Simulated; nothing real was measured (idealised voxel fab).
Module name: voxel transistor to metal (process module)
Cross-section cut: width 265 nm, square cells of 5 nm.
In this document a cross-section is written as a grid of square cells. It is given as a series of bands, listed from the top down, and a band is one or more rows of cells.
Heights first: top, then bottom, in nm. Then materials, left to right, each with a width in nm. "all across" on a single material: fills the band edge to edge. "blank": empty space.
Heights from 0 (as-received wafer is one material below). Bottom band endless downward, as "from 0 down".
Width "30->40": first value at the band's top row of cells, second value at its bottom row, equal change from row to row.
For the purposes of this document, the phrase "no change occurred" attached to a step denotes that no cell within the cross-section was modified by that step.
Voids not open to the top, 8 cells minimum: see "Unvented internal voids". Written width x height at distance; distance is from the left edge; nm.
Step line, after settings: the simulator's comment on this step.
"overlay nm" on a masked step: distance the mask lay right of its planned place, negative for left.
Listed below are the process steps as planned:
- 1: RECEIVE: material Si
- 2: CONFORMAL_DEP: material SiO2, thk nm 5
- 3: CONFORMAL_DEP: material SiN, thk nm 15
- 4: PATTERN: tone cover, mask id ACTIVE, material resist, width nm 100, pitch nm 125, thk nm 15, overlay nm 0
- 5: DIRECTIONAL_ETCH: etch materials SiN, depth nm 15
- 6: DIRECTIONAL_ETCH: etch materials SiO2, depth nm 5
- 7: DIRECTIONAL_ETCH: etch materials Si, depth nm 30
- 8: STRIP: etch materials resist
- 9: OXIDIZE: depth nm 5
- 10: FILL_DEP: material SiO2, thk nm 15
- 11: CMP: height nm 20
- 12: SELECTIVE_ETCH: etch materials SiO2, depth nm 5
- 13: STRIP: etch materials SiN
- 14: SELECTIVE_ETCH: etch materials SiO2, depth nm 5
- 15: OXIDIZE: depth nm 5
- 16: DIRECTIONAL_DEP: material polySi, thk nm 20
- 17: DIRECTIONAL_DEP: material SiCN, thk nm 10
- 18: DIRECTIONAL_DEP: material aC, thk nm 10
- 19: PATTERN: tone cover, mask id GATE, material resist, width nm 20, pitch nm 125, thk nm 30, overlay nm 0
- 20: DIRECTIONAL_ETCH: etch materials aC, depth nm 10
- 21: STRIP: etch materials resist
- 22: DIRECTIONAL_ETCH: etch materials SiCN, depth nm 20
- 23: DIRECTIONAL_ETCH: etch materials polySi, depth nm 30
- 24: STRIP: etch materials aC
- 25: CONFORMAL_DEP: material SiO2, thk nm 5
- 26: DIRECTIONAL_ETCH: etch materials SiO2, depth nm 5
- 27: CONFORMAL_DEP: material SiN, thk nm 10
- 28: DIRECTIONAL_ETCH: etch materials SiN, depth nm 10
- 29: DIRECTIONAL_ETCH: etch materials SiO2, depth nm 5
- 30: DIRECTIONAL_ETCH: etch materials Si, depth nm 5
- 31: EPI: material pSi, thk nm 10
- 32: FILL_DEP: material SiO2, thk nm 10
- 33: CMP: height nm 30
- 34: DIRECTIONAL_DEP: material SiO2, thk nm 10
- 35: PATTERN: tone open, mask id CONTACT, material resist, width nm 30, thk nm 20, overlay nm 0
- 36: DIRECTIONAL_ETCH: etch materials SiO2, depth nm 35
- 37: STRIP: etch materials resist
- 38: CONFORMAL_DEP: material TiN, thk nm 5
- 39: FILL_DEP: material W, thk nm 5
- 40: CMP: height nm 40
- 41: DIRECTIONAL_DEP: material TiN, thk nm 5
- 42: DIRECTIONAL_DEP: material W, thk nm 15
- 43: MASKED_ETCH: tone cover, mask id METAL_1, width nm 15, etch materials W, depth nm 15, overlay nm 0
- 44: MASKED_ETCH: tone cover, mask id METAL_1, width nm 15, etch materials TiN, depth nm 5, overlay nm 0
- 45: CONFORMAL_DEP: material SiCN, thk nm 5
- 46: FILL_DEP: material SiO2, thk nm 10
- 47: CMP: height nm 60
- 48: CONFORMAL_DEP: material SiCN, thk nm 5
- 49: DIRECTIONAL_DEP: material SiO2, thk nm 35
- 50: MASKED_ETCH: tone open, mask id METAL_2, width nm 15, pitch nm 125, etch materials SiO2, depth nm 20, overlay nm 0
- 51: PATTERN: tone open, mask id METAL_2_HOLES, material resist, width nm 15, pitch nm 125, thk nm 20, overlay nm 0
- 52: DIRECTIONAL_ETCH: etch materials SiO2, depth nm 15
- 53: DIRECTIONAL_ETCH: etch materials SiCN, depth nm 5
- 54: STRIP: etch materials resist
- 55: CONFORMAL_DEP: material TiN, thk nm 5
- 56: FILL_DEP: material Cu, thk nm 5
- 57: CMP: height nm 100
- 58: CONFORMAL_DEP: material SiN, thk nm 5
Cross-section: wafer on arrival = after step 1:
- from 0 down: Si all across
- Unvented internal voids: none
Same starting wafer, same plan as above, one mistake in the execution; this is the cross-section at the end of the module:
- from 105 to 100: SiN all across
- from 100 to 65: SiO2 25 / TiN 5 / Cu 5 / TiN 5 / SiO2 110 / TiN 5 / Cu 5 / TiN 5 / SiO2 100
- from 65 to 60: SiCN 25 / TiN 15 / SiCN 110 / TiN 15 / SiCN 100
- from 60 to 45: SiO2 20 / SiCN 5 / W 15 / SiCN 5 / SiO2 50 / SiCN 5 / W 15 / SiCN 5 / SiO2 25 / SiCN 5 / W 15 / SiCN 5 / SiO2 50 / SiCN 5 / W 15 / SiCN 5 / SiO2 20
- from 45 to 40: SiCN 25 / TiN 15 / SiCN 60 / TiN 15 / SiCN 35 / TiN 15 / SiCN 60 / TiN 15 / SiCN 25
- from 40 to 35: W 20 / TiN 5 / SiO2 30 / TiN 5 / W 20 / TiN 5 / SiO2 30 / TiN 5 / W 25 / TiN 5 / SiO2 30 / TiN 5 / W 20 / TiN 5 / SiO2 30 / TiN 5 / W 20
- from 35 to 30: W 20 / TiN 5 / SiO2 30 / TiN 30 / SiO2 30 / TiN 5 / W 25 / TiN 5 / SiO2 30 / TiN 30 / SiO2 30 / TiN 5 / W 20
- from 30 to 20: W 20 / TiN 5 / SiO2 20 / SiN 10 / TiN 5 / SiCN 20 / TiN 5 / SiN 10 / SiO2 20 / TiN 5 / W 25 / TiN 5 / SiO2 20 / SiN 10 / TiN 5 / SiCN 20 / TiN 5 / SiN 10 / SiO2 20 / TiN 5 / W 20
- from 20 to 10: W 20->15 / TiN 5->10 / SiO2 20 / SiN 10 / TiN 5 / polySi 20 / TiN 5 / SiN 10 / SiO2 20 / TiN 5->10 / W 25->15 / TiN 5->10 / SiO2 20 / SiN 10 / TiN 5 / polySi 20 / TiN 5 / SiN 10 / SiO2 20 / TiN 5->10 / W 20->15
- from 10 to 5: TiN 20 / SiN 10 / SiO2 15 / SiN 10 / TiN 5 / polySi 20 / TiN 5 / SiN 10 / SiO2 15 / SiN 10 / TiN 25 / SiN 10 / SiO2 15 / SiN 10 / TiN 5 / polySi 20 / TiN 5 / SiN 10 / SiO2 15 / SiN 10 / TiN 20
- from 5 to 0: SiO2 20 / SiN 10 / pSi 15 / SiN 10 / SiO2 5 / polySi 20 / SiO2 5 / SiN 10 / pSi 15 / SiN 10 / SiO2 25 / SiN 10 / pSi 15 / SiN 10 / SiO2 5 / polySi 20 / SiO2 5 / SiN 10 / pSi 15 / SiN 10 / SiO2 20
- from 0 to -5: SiO2 30 / pSi 15 / SiO2 50 / pSi 15 / SiO2 45 / pSi 15 / SiO2 50 / pSi 15 / SiO2 30
- from -5 to -10: SiO2 25 / Si 5 / pSi 15 / Si 50 / pSi 15 / Si 5 / SiO2 35 / Si 5 / pSi 15 / Si 50 / pSi 15 / Si 5 / SiO2 25
- from -10 to -35: SiO2 25 / Si 90 / SiO2 35 / Si 90 / SiO2 25
- from -35 down: Si all across
- Unvented internal voids: none
In executing the process, a mistake was made relative to the plan: note that step 35 departed from the planned setting and was carried out as PATTERN: tone cover, mask id CONTACT, material resist, width nm 30, thk nm 20, overlay nm 0
